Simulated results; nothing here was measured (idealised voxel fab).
The process module that follows is named voxel capacitor over wiring.
Each square cell in cross-section cut measures 5 nm, and the section as a whole is 215 nm wide.
How to read a cross-section here: the picture is a grid of square cells, written as bands going from the top down, and any band can span one or more rows of cells. In this notation a band is specified by the heights of its top and bottom, in that order and in nm, after which its materials appear from left to right, each paired with its width in nm. The word "throughout" attached to a single material means that material fills the band from edge to edge; the word "air" stands for empty space. Counting heights begins at 0, where everything beneath is, in the wafer as received, one material. The lowest band has no bottom; it goes on downwards, as "z 0 and below" shows. Width spec "30 to 40" -> top row of cells at first value, bottom row at second value, equal per-row change in between. "identical to before" for a step: no cell of the cross-section changed in that step. Reported under the label "Completely sealed voids" are the empty spaces having no open way to the top and comprising 8 cells or more; the notation for each is width x height at distance, in which the distance is measured from the left edge and all three values are in nm. Text after the settings on a step's line: the simulator's own remark on that step. overlay nm: step with mask; distance mask lay right of planned place; negative value = left of planned place. Pairs follow: section before one process step, section after it down to the lowest changed band, step with settings underneath. Pairs may come from different runs of this module on the same starting wafer; continuity with the pair above only as stated in the "Before-step section" entry.
# Before-step section
> z 60 to 50 | TiN throughout
> z 50 to 35 | SiO2: 55; TiN: 5; Cu: 5; TiN: 5; SiO2: 145
> z 35 to 30 | SiCN: 55; TiN: 15; SiCN: 145
> z 30 to 15 | lowk: 40; TiN: 5; Cu: 20; TiN: 5; lowk: 70; TiN: 5; Cu: 20; TiN: 5; lowk: 45
> z 15 to 10 | SiN: 40; TiN: 30; SiN: 70; TiN: 30; SiN: 45
> z 10 to 0 | SiO2 throughout
> z 0 and below | Si throughout
> Completely sealed voids: none
# Step Result
> z 65 to 60 | SiN throughout
> Unchanged below 60.
> Completely sealed voids: none
Between before and after above, the operation and settings are DIRECTIONAL_DEP, material SiN, thk nm 5
Before-step section: after-state, pair directly above.
# Step Result
> z 70 to 65 | TiN throughout
> Unchanged below 65.
> Completely sealed voids: none
Between before and after above, the operation and settings are DIRECTIONAL_DEP, material TiN, thk nm 5
Before-step section: after-state, pair directly above.
# Step Result
> z 80 to 70 | aC throughout
> Unchanged below 70.
> Completely sealed voids: none
Between before and after above, the operation and settings are DIRECTIONAL_DEP, material aC, thk nm 10
Before-step section: after-state, pair directly above.
# Step Result
> z 110 to 80 | air: 55; resist: 75; air: 85
> Unchanged below 80.
> Completely sealed voids: none
Between before and after above, the operation and settings are PATTERN, tone cover, mask id UPPER_PLATE, material resist, width nm 75, thk nm 30, overlay nm 0
Before-step section: after-state, pair directly above.
# Step Result
> z 100 to 80 | air: 55; resist: 75; air: 85
> z 80 to 70 | air: 55; aC: 75; air: 85
> Unchanged below 70.
> Completely sealed voids: none
Between before and after above, the operation and settings are DIRECTIONAL_ETCH, etch materials aC, depth nm 10
Before-step section: after-state, pair directly above.
# Step Result
> z 80 to 70 | air: 55; aC: 75; air: 85
> Unchanged below 70.
> Completely sealed voids: none
Between before and after above, the operation and settings are STRIP, etch materials resist
Before-step section: after-state, pair directly above.
# Step Result
> z 80 to 70 | air: 55; aC: 75; air: 85
> z 70 to 65 | air: 55; TiN: 75; air: 85
> Unchanged below 65.
> Completely sealed voids: none
Between before and after above, the operation and settings are DIRECTIONAL_ETCH, etch materials TiN, depth nm 5
Before-step section: after-state, pair directly above.
# Step Result
> z 70 to 65 | air: 55; TiN: 75; air: 85
> Unchanged below 65.
> Completely sealed voids: none
Between before and after above, the operation and settings are STRIP, etch materials aC
Before-step section: after-state, pair directly above.
# Step Result
> z 80 to 75 | air: 55; aC: 75; air: 85
> z 75 to 70 | aC throughout
> z 70 to 65 | aC: 55; TiN: 75; aC: 85
> Unchanged below 65.
> Completely sealed voids: none
Between before and after above, the operation and settings are DIRECTIONAL_DEP, material aC, thk nm 10
Before-step section: after-state, pair directly above.
# Step Result
> z 105 to 80 | air: 50; resist: 85; air: 80
> z 80 to 75 | air: 50; resist: 5; aC: 75; resist: 5; air: 80
> Unchanged below 75.
> Completely sealed voids: none
Between before and after above, the operation and settings are PATTERN, tone cover, mask id LOWER_PLATE, material resist, width nm 85, thk nm 25, overlay nm 0
Before-step section: after-state, pair directly above.
# Step Result
> z 95 to 80 | air: 50; resist: 85; air: 80
> z 80 to 75 | air: 50; resist: 5; aC: 75; resist: 5; air: 80
> z 75 to 70 | air: 50; aC: 85; air: 80
> z 70 to 65 | air: 50; aC: 5; TiN: 75; aC: 5; air: 80
> Unchanged below 65.
> Completely sealed voids: none
Between before and after above, the operation and settings are DIRECTIONAL_ETCH, etch materials aC, depth nm 10
Before-step section: after-state, pair directly above.
# Step Result
> z 80 to 70 | air: 55 to 50; aC: 75 to 85; air: 85 to 80
> Unchanged below 70.
> Completely sealed voids: none
Between before and after above, the operation and settings are STRIP, etch materials resist
Before-step section: after-state, pair directly above.
# Step Result
> z 70 to 65 | air: 55; TiN: 75; air: 85
> Unchanged below 65.
> Completely sealed voids: none
Between before and after above, the operation and settings are STRIP, etch materials aC
Before-step section: after-state, pair directly above.
# Step Result
> z 85 to 70 | SiO2 throughout
> z 70 to 65 | SiO2: 55; TiN: 75; SiO2: 85
> Unchanged below 65.
> Completely sealed voids: none
Between before and after above, the operation and settings are FILL_DEP, material SiO2, thk nm 15
Before-step section: after-state, pair directly above.
# Step Result
> z 80 to 70 | SiO2 throughout
> Unchanged below 70.
> Completely sealed voids: none
Between before and after above, the operation and settings are CMP, height nm 80
Before-step section: after-state, pair directly above.
# Step Result
> z 95 to 80 | resist: 65; air: 15; resist: 135
> Unchanged below 80.
> Completely sealed voids: none
Between before and after above, the operation and settings are PATTERN, tone open, mask id PLUG_2, material resist, width nm 15, thk nm 15, overlay nm 0
Before-step section: after-state, pair directly above.
# Step Result
> z 95 to 80 | resist: 65; air: 15; resist: 135
> z 80 to 70 | SiO2: 65; air: 15; SiO2: 135
> Unchanged below 70.
> Completely sealed voids: none
Between before and after above, the operation and settings are DIRECTIONAL_ETCH, etch materials SiO2, depth nm 10
Before-step section: after-state, pair directly above.
# Step Result
> z 80 to 70 | SiO2: 65; air: 15; SiO2: 135
> Unchanged below 70.
> Completely sealed voids: none
Between before and after above, the operation and settings are STRIP, etch materials resist
Before-step section: after-state, pair directly above.
# Step Result
> z 85 to 80 | TiN: 70; air: 5; TiN: 140
> z 80 to 75 | SiO2: 65; TiN: 5; air: 5; TiN: 5; SiO2: 135
> z 75 to 65 | SiO2: 65 to 55; TiN: 15 to 75; SiO2: 135 to 85
> Unchanged below 65.
> Completely sealed voids: none
Between before and after above, the operation and settings are CONFORMAL_DEP, material TiN, thk nm 5
Before-step section: after-state, pair directly above.
# Step Result
> z 95 to 85 | W throughout
> z 85 to 80 | TiN: 70; W: 5; TiN: 140
> z 80 to 75 | SiO2: 65; TiN: 5; W: 5; TiN: 5; SiO2: 135
> Unchanged below 75.
> Completely sealed voids: none
Between before and after above, the operation and settings are FILL_DEP, material W, thk nm 10
Before-step section: after-state, pair directly above.
# Step Result
> z 80 to 75 | SiO2: 65; TiN: 5; W: 5; TiN: 5; SiO2: 135
> Unchanged below 75.
> Completely sealed voids: none
Between before and after above, the operation and settings are CMP, height nm 80
Before-step section: after-state, pair directly above.
# Step Result
> z 85 to 80 | SiCN throughout
> Unchanged below 80.
> Completely sealed voids: none
Between before and after above, the operation and settings are CONFORMAL_DEP, material SiCN, thk nm 5
# Before-step section
> z 80 to 70 | SiO2 throughout
> z 70 to 65 | SiO2: 55; TiN: 75; SiO2: 85
> z 65 to 60 | SiO2: 55; HfO2: 75; SiO2: 85
> z 60 to 50 | SiO2: 50; TiN: 85; SiO2: 80
> z 50 to 35 | SiO2: 55; TiN: 5; Cu: 5; TiN: 5; SiO2: 145
> z 35 to 30 | SiCN: 55; TiN: 15; SiCN: 145
> z 30 to 15 | lowk: 40; TiN: 5; Cu: 20; TiN: 5; lowk: 70; TiN: 5; Cu: 20; TiN: 5; lowk: 45
> z 15 to 10 | SiN: 40; TiN: 30; SiN: 70; TiN: 30; SiN: 45
> z 10 to 0 | SiO2 throughout
> z 0 and below | Si throughout
> Completely sealed voids: none
# Step Result
> z 95 to 80 | air: 65; resist: 15; air: 135
> Unchanged below 80.
> Completely sealed voids: none
Between before and after above, the operation and settings are PATTERN, tone cover, mask id PLUG_2, material resist, width nm 15, thk nm 15, overlay nm 0
Before-step section: after-state, pair directly above.
# Step Result
> z 95 to 80 | air: 65; resist: 15; air: 135
> z 80 to 70 | air: 65; SiO2: 15; air: 135
> Unchanged below 70.
> Completely sealed voids: none
Between before and after above, the operation and settings are DIRECTIONAL_ETCH, etch materials SiO2, depth nm 10
Before-step section: after-state, pair directly above.
# Step Result
> z 80 to 70 | air: 65; SiO2: 15; air: 135
> Unchanged below 70.
> Completely sealed voids: none
Between before and after above, the operation and settings are STRIP, etch materials resist
Before-step section: after-state, pair directly above.
# Step Result
> z 85 to 80 | air: 60; TiN: 25; air: 130
> z 80 to 75 | air: 60; TiN: 5; SiO2: 15; TiN: 5; air: 130
> z 75 to 70 | TiN: 65; SiO2: 15; TiN: 135
> Unchanged below 70.
> Completely sealed voids: none
Between before and after above, the operation and settings are CONFORMAL_DEP, material TiN, thk nm 5
Before-step section: after-state, pair directly above.
# Step Result
> z 95 to 85 | W throughout
> z 85 to 80 | W: 60; TiN: 25; W: 130
> z 80 to 75 | W: 60; TiN: 5; SiO2: 15; TiN: 5; W: 130
> Unchanged below 75.
> Completely sealed voids: none
Between before and after above, the operation and settings are FILL_DEP, material W, thk nm 10
Before-step section: after-state, pair directly above.
# Step Result
> z 80 to 75 | W: 60; TiN: 5; SiO2: 15; TiN: 5; W: 130
> Unchanged below 75.
> Completely sealed voids: none
Between before and after above, the operation and settings are CMP, height nm 80
Before-step section: after-state, pair directly above.
# Step Result
> z 85 to 80 | SiCN throughout
> Unchanged below 80.
> Completely sealed voids: none
Between before and after above, the operation and settings are CONFORMAL_DEP, material SiCN, thk nm 5
